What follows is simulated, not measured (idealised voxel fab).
This is a process module. Its name is voxel released beams.
Cross-sectional view cut (width: 165 nm; square cell size: 5 nm).
Cross-section format: a grid of square cells, given as bands from top to bottom; each band is one or more rows of cells.
Per band: top height and bottom height in nm, followed by the left-to-right materials and their widths in nm; "edge to edge" marks a single material spanning edge to edge, "empty" marks empty space.
Convention: height 0 is the level below which the wafer, as received, is all one material. The lowest band does not terminate at the bottom but continues downward, represented as "top 0, no bottom".
The notation "30..40" denotes a width that varies across the rows of cells in the band, beginning at the first number in the top row, finishing at the second number in the bottom row, and changing by an identical amount from each row to the next.
Where the words "no alteration" appear for a step, the cross-section shows no cell changed by that step; every cell remained as before.
The entry titled "Closed void roster" provides the empty spaces that have no open way to the top, restricted to those of 8 cells or more. Each is presented as width x height at distance, the distance being measured from the left edge, with all three in nm.
Step line, after settings: the simulator's comment on this step.
overlay nm: on a step with a mask, how far right of its planned place the mask lay; negative means left.

Set out below are the planned steps of the process
- 1: op RECEIVE | material Si
- 2: op CONFORMAL_DEP | material Al2O3 | thk nm 10
- 3: op DIRECTIONAL_DEP | material SiO2 | thk nm 15
- 4: op PATTERN | tone open | mask id ANCHOR | material resist | width nm 30 | thk nm 15 | overlay nm 0
- 5: op DIRECTIONAL_ETCH | etch materials SiO2 | depth nm 15
- 6: op STRIP | etch materials resist
- 7: op CONFORMAL_DEP | material W | thk nm 10
- 8: op PATTERN | tone cover | mask id BEAM | material resist | width nm 110 | thk nm 20 | overlay nm 0
- 9: op DIRECTIONAL_ETCH | etch materials W | depth nm 10
- 10: op STRIP | etch materials resist
- 11: op STRIP | etch materials SiO2

Cross-section of the incoming wafer, state after step 1
  top 0, no bottom | Si edge to edge
  Closed void roster: none

As-planned run: cross-section of the first of two wafers at end of module
  top 35, bottom 25 | 25 nm empty / 15 nm W / 10 nm empty / 85 nm W / 30 nm empty
  top 25, bottom 20 | 30 nm empty / 10 nm W / 10 nm empty / 10 nm W / 105 nm empty
  top 20, bottom 10 | 30 nm empty / 30 nm W / 105 nm empty
  top 10, bottom 0 | Al2O3 edge to edge
  top 0, no bottom | Si edge to edge
  Closed void roster: none

Second wafer at the end: like start, like plan, one mistake
  top 25, bottom 15 | 25 nm empty / 15 nm W / 10 nm empty / 85 nm W / 30 nm empty
  top 15, bottom 10 | 30 nm empty / 10 nm W / 10 nm empty / 10 nm W / 105 nm empty
  top 10, bottom 0 | 30 nm empty / 30 nm W / 105 nm empty
  top 0, no bottom | Si edge to edge
  Closed void roster: none
Where did the run depart from the plan? with respect to the plan, step 2 was omitted and not executed
Final tally in cells, some materials are higher or lower on the second wafer than on the first: Al2O3 -66
